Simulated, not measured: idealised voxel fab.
Process module, titled voxel gate over fins
Xsec cut, 215 nm wide, square cell size 5 nm.
Just so we're on the same page, the cross-sections are grids of square cells, and they're listed out in bands top to bottom, each band one or more rows deep.
The band entry comprises the height of the band's top followed by the height of its bottom, expressed in nm, and subsequently the band's materials from left to right, each stated together with its width in nm. Where a single material is marked with the word "full width", that material fills the band from edge to edge. The word "blank" represents empty space.
Counting heights begins at 0, where everything beneath is, in the wafer as received, one material. The lowest band has no bottom; it goes on downwards, as "0 down" shows.
Width spec "30->40" -> top row of cells at first value, bottom row at second value, equal per-row change in between.
Take "no modification" at face value: in the step it is given for, the cross-section changed in none of its cells.
You'll see "Closed-off voids" listing empty spaces that have no way open to the top, as long as they're 8 cells or more; the notation is width x height at distance, where the distance is from the left edge, and all of it is in nm.
On a step's line, text after the settings is the simulator commenting on that step.
If you see "overlay nm" on a step's line and that step has a mask, it's telling you how far right of where it was planned the mask ended up; a negative number means it went left instead.

# Intended process steps
- 1: RECEIVE [material Si]
- 2: CONFORMAL_DEP [material SiN] [thk nm 5]
- 3: PATTERN [tone cover] [mask id FINS] [material resist] [width nm 15] [pitch nm 50] [thk nm 20] [overlay nm 0]
- 4: DIRECTIONAL_ETCH [etch materials SiN] [depth nm 5]
- 5: DIRECTIONAL_ETCH [etch materials Si] [depth nm 40]
- 6: STRIP [etch materials resist]
- 7: FILL_DEP [material SiO2] [thk nm 5]
- 8: CMP [height nm 5]
- 9: PATTERN [tone open] [mask id RAIL] [material resist] [width nm 15] [thk nm 20] [overlay nm 0]
- 10: DIRECTIONAL_ETCH [etch materials SiO2] [depth nm 40]
- 11: STRIP [etch materials resist]
- 12: CONFORMAL_DEP [material TiN] [thk nm 5]
- 13: FILL_DEP [material Ru] [thk nm 10]
- 14: CMP [height nm 5]
- 15: SELECTIVE_ETCH [etch materials W Ru TiN] [depth nm 25]
- 16: FILL_DEP [material SiO2] [thk nm 5]
- 17: CMP [height nm 5]
- 18: SELECTIVE_ETCH [etch materials SiO2] [depth nm 15]
- 19: STRIP [etch materials SiN]
- 20: CONFORMAL_DEP [material HfO2] [thk nm 5]
- 21: CONFORMAL_DEP [material TiN] [thk nm 5]
- 22: CONFORMAL_DEP [material TiAl] [thk nm 5]
- 23: CONFORMAL_DEP [material TiN] [thk nm 5]
- 24: FILL_DEP [material W] [thk nm 10]
- 25: CMP [height nm 25]
- 26: CONFORMAL_DEP [material SiN] [thk nm 5]

# Step 1 complete: cross-section of the wafer as received
* 0 down = Si full width
* Closed-off voids: none

# What the wafer looks like in cross-section after this module, when it starts as shown above and follows the plan above but one mistake is made in running it
* 30 to 25 = SiN full width
* 25 to 20 = Ru full width
* 20 to 15 = Ru 5 nm | TiN 205 nm | Ru 5 nm
* 15 to 10 = Ru 5 nm | TiN 5 nm | TiAl 45 nm | TiN 5 nm | TiAl 45 nm | TiN 5 nm | TiAl 45 nm | TiN 5 nm | TiAl 45 nm | TiN 5 nm | Ru 5 nm
* 10 to 5 = TiN 10 nm | TiAl 5 nm | TiN 35 nm | TiAl 5 nm | TiN 5 nm | TiAl 5 nm | TiN 35 nm | TiAl 5 nm | TiN 5 nm | TiAl 5 nm | TiN 35 nm | TiAl 5 nm | TiN 5 nm | TiAl 5 nm | TiN 35 nm | TiAl 5 nm | TiN 10 nm
* 5 to 0 = TiAl 15 nm | TiN 5 nm | HfO2 25 nm | TiN 5 nm | TiAl 15 nm | TiN 5 nm | HfO2 25 nm | TiN 5 nm | TiAl 15 nm | TiN 5 nm | HfO2 25 nm | TiN 5 nm | TiAl 15 nm | TiN 5 nm | HfO2 25 nm | TiN 5 nm | TiAl 15 nm
* 0 to -5 = TiN 20 nm | HfO2 5 nm | Si 15 nm | HfO2 5 nm | TiN 25 nm | HfO2 5 nm | Si 15 nm | HfO2 5 nm | TiN 25 nm | HfO2 5 nm | Si 15 nm | HfO2 5 nm | TiN 25 nm | HfO2 5 nm | Si 15 nm | HfO2 5 nm | TiN 20 nm
* -5 to -10 = HfO2 25 nm | Si 15 nm | HfO2 35 nm | Si 15 nm | HfO2 35 nm | Si 15 nm | HfO2 35 nm | Si 15 nm | HfO2 25 nm
* -10 to -20 = SiO2 25 nm | Si 15 nm | SiO2 35 nm | Si 15 nm | SiO2 35 nm | Si 15 nm | SiO2 35 nm | Si 15 nm | SiO2 25 nm
* -20 to -30 = SiO2 25 nm | Si 15 nm | SiO2 10 nm | TiN 5 nm | Ru 5 nm | TiN 5 nm | SiO2 10 nm | Si 15 nm | SiO2 35 nm | Si 15 nm | SiO2 35 nm | Si 15 nm | SiO2 25 nm
* -30 to -35 = SiO2 25 nm | Si 15 nm | SiO2 10 nm | TiN 15 nm | SiO2 10 nm | Si 15 nm | SiO2 35 nm | Si 15 nm | SiO2 35 nm | Si 15 nm | SiO2 25 nm
* -35 to -40 = SiO2 25 nm | Si 15 nm | SiO2 35 nm | Si 15 nm | SiO2 35 nm | Si 15 nm | SiO2 35 nm | Si 15 nm | SiO2 25 nm
* -40 down = Si full width
* Closed-off voids: none
In executing the process, a mistake was made relative to the plan: step 24 off recipe, ran as FILL_DEP [material Ru] [thk nm 10]
